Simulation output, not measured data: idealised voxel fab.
process module | voxel gate over fins
cross-section cut | 230 nm wide | cells 5 nm
A cross-section is a grid of square cells, given in bands from the top down. A band is one or more rows of cells.
Each band's line starts with the height of the band's top and of its bottom, in nm. Then come its materials from left to right, each with its width in nm. One material with "throughout" fills the band from edge to edge. "air" is empty space.
Height 0 is the level under which the wafer as received is all one material. The lowest band goes on downwards, as in "0 down".
A width such as "30 to 40" changes by the same amount from each row of cells to the next, from the band's top row to its bottom row.
"no change" after a step means that no cell of the cross-section changed.
closed voids: empty space of 8 cells or more with no open way to the top, each as width x height at its distance from the left edge, in nm
after a step's settings: what the simulator itself notes on the step
overlay nm, on a step with a mask: how far to the right of its planned place the mask lay; to the left if negative
plan
1 op RECEIVE | material Si
2 op CONFORMAL_DEP | material SiN | thk nm 10
3 op PATTERN | tone cover | mask id FINS | material resist | width nm 15 | pitch nm 35 | thk nm 15 | overlay nm 0
4 op DIRECTIONAL_ETCH | etch materials SiN | depth nm 10
5 op DIRECTIONAL_ETCH | etch materials Si | depth nm 30
6 op STRIP | etch materials resist
7 op OXIDIZE | depth nm 5
8 op FILL_DEP | material SiO2 | thk nm 15
9 op CMP | height nm 10
10 op SELECTIVE_ETCH | etch materials SiO2 | depth nm 20
11 op STRIP | etch materials SiN
12 op CONFORMAL_DEP | material HfO2 | thk nm 5
13 op CONFORMAL_DEP | material TiN | thk nm 5
14 op CONFORMAL_DEP | material TiAl | thk nm 5
15 op CONFORMAL_DEP | material TiN | thk nm 5
16 op FILL_DEP | material W | thk nm 10
17 op CMP | height nm 25
18 op CONFORMAL_DEP | material SiCN | thk nm 10
as received, after step 1
  0 down: Si throughout
  closed voids: none
a wafer at the end: this start, this plan, one mistake
  35 to 25: SiCN throughout
  25 to 20: W throughout
  20 to 15: W 55 | TiN 115 | W 60
  15 to 10: W 55 | TiN 5 | TiAl 105 | TiN 5 | W 60
  10 to 5: TiN 60 | TiAl 5 | TiN 25 | TiAl 10 | TiN 25 | TiAl 10 | TiN 25 | TiAl 5 | TiN 65
  5 to 0: TiAl 65 | TiN 5 | HfO2 15 | TiN 5 | TiAl 10 | TiN 5 | HfO2 15 | TiN 5 | TiAl 10 | TiN 5 | HfO2 15 | TiN 5 | TiAl 70
  0 to -5: TiN 70 | HfO2 5 | Si 5 | HfO2 5 | TiN 20 | HfO2 5 | Si 5 | HfO2 5 | TiN 20 | HfO2 5 | Si 5 | HfO2 5 | TiN 75
  -5 to -10: HfO2 75 | Si 5 | HfO2 30 | Si 5 | HfO2 30 | Si 5 | HfO2 80
  -10 to -30: SiO2 75 | Si 5 | SiO2 30 | Si 5 | SiO2 30 | Si 5 | SiO2 80
  -30 down: Si throughout
  closed voids: none
what went wrong: step 5 ran as: op DIRECTIONAL_ETCH | etch materials Si | depth nm 25
